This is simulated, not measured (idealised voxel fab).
The following process module bears the name voxel spacer lines.
Cross-section cut spans 270 nm and uses square cells 5 nm in size.
Bands, listed from the top down, are how a cross-section gets written in this document; the cross-section itself is a grid of square cells, and a band is one or more rows of them. In this notation a band is specified by the heights of its top and bottom, in that order and in nm, after which its materials appear from left to right, each paired with its width in nm. The word "edge to edge" attached to a single material means that material fills the band from edge to edge; the word "empty" stands for empty space. Beneath 0, the wafer as received is one material, and that level is where height counting begins. The lowest band goes on downward without a bottom; it is written like "0 down". Width spec "30->40" -> top row of cells at first value, bottom row at second value, equal per-row change in between. Where a step carries "nothing altered", the cross-section came out of it unchanged, cell for cell. "Closed internal voids": empty spaces of 8 cells or more with no open way to the top, each given as width x height at distance, distance from the left edge, all in nm. Where a step's line continues beyond its settings, the continuation is a remark by the simulator itself on that step. Each step line may optionally specify "overlay nm", which for a step with a mask gives the rightward distance between the mask's planned place and where it lay, a negative value indicating the leftward direction.

-- These are the steps we planned for the process
1 op RECEIVE | material Si
2 op CONFORMAL_DEP | material SiO2 | thk nm 10
3 op DIRECTIONAL_DEP | material W | thk nm 20
4 op DIRECTIONAL_DEP | material polySi | thk nm 25
5 op PATTERN | tone cover | mask id MANDREL | material resist | width nm 15 | pitch nm 60 | thk nm 35 | overlay nm 0
6 op DIRECTIONAL_ETCH | etch materials polySi | depth nm 25
7 op STRIP | etch materials resist
8 op CONFORMAL_DEP | material SiN | thk nm 15
9 op DIRECTIONAL_ETCH | etch materials SiN | depth nm 15
10 op STRIP | etch materials polySi
11 op DIRECTIONAL_ETCH | etch materials W | depth nm 20
12 op STRIP | etch materials SiN
13 op FILL_DEP | material lowk | thk nm 5
14 op CMP | height nm 30

-- Wafer, first of two, run as planned

-- Wafer as received: cross-section following step 1
    0 down: Si edge to edge
    Closed internal voids: none

-- Step 2 complete: cross-section through the wafer
    10 to 0: SiO2 edge to edge
    Heights below 0 show no change.

-- Step 3 complete: cross-section through the wafer
    30 to 10: W edge to edge
    Heights below 10 show no change.

-- Step 4 complete: cross-section through the wafer
    55 to 30: polySi edge to edge
    Heights below 30 show no change.

-- Step 5 complete: cross-section through the wafer
    90 to 55: 65 nm empty / 15 nm resist / 45 nm empty / 15 nm resist / 45 nm empty / 15 nm resist / 70 nm empty
    Heights below 55 show no change.

-- Step 6 complete: cross-section through the wafer
    90 to 55: 65 nm empty / 15 nm resist / 45 nm empty / 15 nm resist / 45 nm empty / 15 nm resist / 70 nm empty
    55 to 30: 65 nm empty / 15 nm polySi / 45 nm empty / 15 nm polySi / 45 nm empty / 15 nm polySi / 70 nm empty
    Heights below 30 show no change.

-- Step 7 complete: cross-section through the wafer
    55 to 30: 65 nm empty / 15 nm polySi / 45 nm empty / 15 nm polySi / 45 nm empty / 15 nm polySi / 70 nm empty
    Heights below 30 show no change.

-- Step 8 complete: cross-section through the wafer
    70 to 55: 50 nm empty / 45 nm SiN / 15 nm empty / 45 nm SiN / 15 nm empty / 45 nm SiN / 55 nm empty
    55 to 45: 50 nm empty / 15 nm SiN / 15 nm polySi / 15 nm SiN / 15 nm empty / 15 nm SiN / 15 nm polySi / 15 nm SiN / 15 nm empty / 15 nm SiN / 15 nm polySi / 15 nm SiN / 55 nm empty
    45 to 30: 65 nm SiN / 15 nm polySi / 45 nm SiN / 15 nm polySi / 45 nm SiN / 15 nm polySi / 70 nm SiN
    Heights below 30 show no change.

-- Step 9 complete: cross-section through the wafer
    55 to 30: 50 nm empty / 15 nm SiN / 15 nm polySi / 15 nm SiN / 15 nm empty / 15 nm SiN / 15 nm polySi / 15 nm SiN / 15 nm empty / 15 nm SiN / 15 nm polySi / 15 nm SiN / 55 nm empty
    Heights below 30 show no change.

-- Step 10 complete: cross-section through the wafer
    55 to 30: 50 nm empty / 15 nm SiN / 15 nm empty / 15 nm SiN / 15 nm empty / 15 nm SiN / 15 nm empty / 15 nm SiN / 15 nm empty / 15 nm SiN / 15 nm empty / 15 nm SiN / 55 nm empty
    Heights below 30 show no change.

-- Step 11 complete: cross-section through the wafer
    55 to 30: 50 nm empty / 15 nm SiN / 15 nm empty / 15 nm SiN / 15 nm empty / 15 nm SiN / 15 nm empty / 15 nm SiN / 15 nm empty / 15 nm SiN / 15 nm empty / 15 nm SiN / 55 nm empty
    30 to 10: 50 nm empty / 15 nm W / 15 nm empty / 15 nm W / 15 nm empty / 15 nm W / 15 nm empty / 15 nm W / 15 nm empty / 15 nm W / 15 nm empty / 15 nm W / 55 nm empty
    Heights below 10 show no change.

-- Step 12 complete: cross-section through the wafer
    30 to 10: 50 nm empty / 15 nm W / 15 nm empty / 15 nm W / 15 nm empty / 15 nm W / 15 nm empty / 15 nm W / 15 nm empty / 15 nm W / 15 nm empty / 15 nm W / 55 nm empty
    Heights below 10 show no change.

-- Step 13 complete: cross-section through the wafer
    35 to 30: lowk edge to edge
    30 to 10: 50 nm lowk / 15 nm W / 15 nm lowk / 15 nm W / 15 nm lowk / 15 nm W / 15 nm lowk / 15 nm W / 15 nm lowk / 15 nm W / 15 nm lowk / 15 nm W / 55 nm lowk
    Heights below 10 show no change.

-- Step 14 complete: cross-section through the wafer
    30 to 10: 50 nm lowk / 15 nm W / 15 nm lowk / 15 nm W / 15 nm lowk / 15 nm W / 15 nm lowk / 15 nm W / 15 nm lowk / 15 nm W / 15 nm lowk / 15 nm W / 55 nm lowk
    Heights below 10 show no change.

-- Companion wafer, the second of two: same beginning, same intended sequence, one mistake in carrying it out; through step 11 inclusive it tracks the first exactly

Planned end of step 12: second wafer, cross-section: nothing altered

-- Planned end of step 13: second wafer, cross-section
    60 to 55: lowk edge to edge
    55 to 30: 50 nm lowk / 15 nm SiN / 15 nm lowk / 15 nm SiN / 15 nm lowk / 15 nm SiN / 15 nm lowk / 15 nm SiN / 15 nm lowk / 15 nm SiN / 15 nm lowk / 15 nm SiN / 55 nm lowk
    30 to 10: 50 nm lowk / 15 nm W / 15 nm lowk / 15 nm W / 15 nm lowk / 15 nm W / 15 nm lowk / 15 nm W / 15 nm lowk / 15 nm W / 15 nm lowk / 15 nm W / 55 nm lowk
    Heights below 10 show no change.

-- Planned end of step 14: second wafer, cross-section
    30 to 10: 50 nm lowk / 15 nm W / 15 nm lowk / 15 nm W / 15 nm lowk / 15 nm W / 15 nm lowk / 15 nm W / 15 nm lowk / 15 nm W / 15 nm lowk / 15 nm W / 55 nm lowk
    Heights below 10 show no change.
Finding, execution versus plan: execution of step 12 of the plan did not take place, the step having been omitted
Same final cross-section on the two wafers, so the model's numbers don't move because of the mistake.
